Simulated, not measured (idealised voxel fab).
Process module heading - voxel released beams
Square cell edge 5 nm, section width 195 nm, ID cut.
For the purposes of this document, a cross-section shall be understood as a grid of square cells, specified as bands listed in top-to-bottom order, each band consisting of one or more rows of cells.
The entry gives the band's vertical extent as a top height and a bottom height in nm, then its horizontal make-up as materials from left to right, each with a width in nm. "empty" stands for empty space; a single material marked "all across" fills the band edge to edge.
Below 0: as-received wafer, all one material; heights counted from there. Lowest band: no bottom, goes on down, written "z 0 and below".
Width spec "30..40" -> top row of cells at first value, bottom row at second value, equal per-row change in between.
You'll sometimes find "no alterations made" written for a step, and that's the way of saying that nowhere in the cross-section did a cell change during that step.
The entry titled "Cavities, closed" provides the empty spaces that have no open way to the top, restricted to those of 8 cells or more. Each is presented as width x height at distance, the distance being measured from the left edge, with all three in nm.
Read whatever lies past the settings on a step's line as the simulator's own remark about the step.
When a step includes a mask, the "overlay nm" setting on its line states how far to the right of its planned place that mask lay, and negative values state how far to the left.

List of planned process steps:
1: RECEIVE with material Si
2: CONFORMAL_DEP with material SiN, thk nm 10
3: DIRECTIONAL_DEP with material SiO2, thk nm 20
4: MASKED_ETCH with tone open, mask id ANCHOR, width nm 45, etch materials SiO2, depth nm 20, overlay nm 0
5: CONFORMAL_DEP with material TiN, thk nm 15
6: PATTERN with tone cover, mask id BEAM, material resist, width nm 125, thk nm 15, overlay nm 0
7: DIRECTIONAL_ETCH with etch materials TiN, depth nm 15
8: STRIP with etch materials resist
9: STRIP with etch materials SiO2

So this is the incoming wafer in cross-section - it's already been through step 1:
- z 0 and below  Si all across
- Cavities, closed: none

Below is the wafer in cross-section after the module was completed. It began from the starting point shown above and followed the plan shown above, except that one mistake was made while running it:
- z 45 to 30  30 nm empty | 65 nm TiN | 100 nm empty
- z 30 to 25  20 nm empty | 15 nm TiN | 45 nm SiO2 | 15 nm TiN | 100 nm empty
- z 25 to 10  20 nm empty | 15 nm TiN | 45 nm SiO2 | 75 nm TiN | 40 nm empty
- z 10 to 0  SiN all across
- z 0 and below  Si all across
- Cavities, closed: none
Nonconformance to the process plan: not per plan at step 4, really ran MASKED_ETCH with tone cover, mask id ANCHOR, width nm 45, etch materials SiO2, depth nm 20, overlay nm 0
